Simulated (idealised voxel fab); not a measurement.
Process module heading - voxel self aligned contacts
Cross-section cut spans 300 nm and uses square cells 5 nm in size.
In this document a cross-section is written as a grid of square cells. It is given as a series of bands, listed from the top down, and a band is one or more rows of cells. Band: top and bottom heights (nm) first, top before bottom; then materials from left to right, widths in nm. "full width" marks a sole material filling the band edge to edge. "air" denotes empty space. Basically, 0 is our baseline, since under it the wafer straight out of the box is all one material. The bottom band has no lower end and keeps on going down, so it looks like "z 0 and below". Graded width ("30 to 40"): value in top row of band = first number; value in bottom row = second number; row-to-row change constant. No cell of the cross-section changed in a step that is given as "no modifications". You'll see "Unvented voids" listing empty spaces that have no way open to the top, as long as they're 8 cells or more; the notation is width x height at distance, where the distance is from the left edge, and all of it is in nm. Whatever follows a step's settings on its line is a remark the simulator itself makes about that step. The line of a step may include "overlay nm". On a step with a mask, this value is how far to the right of its planned place the mask lay. A negative value means the mask lay to the left.

Steps planned for the process
1,RECEIVE [material Si]
2,CONFORMAL_DEP [material SiO2] [thk nm 5]
3,DIRECTIONAL_DEP [material polySi] [thk nm 25]
4,DIRECTIONAL_DEP [material SiN] [thk nm 20]
5,DIRECTIONAL_DEP [material aC] [thk nm 10]
6,PATTERN [tone cover] [mask id GATE] [material resist] [width nm 25] [pitch nm 55] [thk nm 30] [overlay nm 0]
7,DIRECTIONAL_ETCH [etch materials aC] [depth nm 10]
8,STRIP [etch materials resist]
9,DIRECTIONAL_ETCH [etch materials SiN] [depth nm 20]
10,DIRECTIONAL_ETCH [etch materials polySi] [depth nm 25]
11,STRIP [etch materials aC]
12,CONFORMAL_DEP [material SiN] [thk nm 5]
13,DIRECTIONAL_ETCH [etch materials SiN] [depth nm 5]
14,FILL_DEP [material SiO2] [thk nm 10]
15,CMP [height nm 55]
16,MASKED_ETCH [tone open] [mask id CONTACT] [width nm 30] [pitch nm 55] [etch materials SiO2] [depth nm 55] [overlay nm 0]
17,CONFORMAL_DEP [material TiN] [thk nm 5]
18,FILL_DEP [material W] [thk nm 5]
19,CMP [height nm 55]
20,CONFORMAL_DEP [material SiCN] [thk nm 5]
The value of width nm given for step 16 in the plan refers to the first wafer; the wafers vary in this setting and are alike at the start.

After step 1, as received: first of several wafers, cross-section
	z 0 and below: Si full width
	Unvented voids: none

Wafer rows, end of module: cells per material gained (+) or lost (-) since receipt; closed voids last
width nm 30 | +60 SiCN | +114 SiN | +379 SiO2 | +52 TiN | +40 W | +75 polySi | Unvented voids: none
width nm 35 | +60 SiCN | +114 SiN | +377 SiO2 | +54 TiN | +40 W | +75 polySi | Unvented voids: none
width nm 40 | +60 SiCN | +114 SiN | +375 SiO2 | +56 TiN | +40 W | +75 polySi | Unvented voids: none
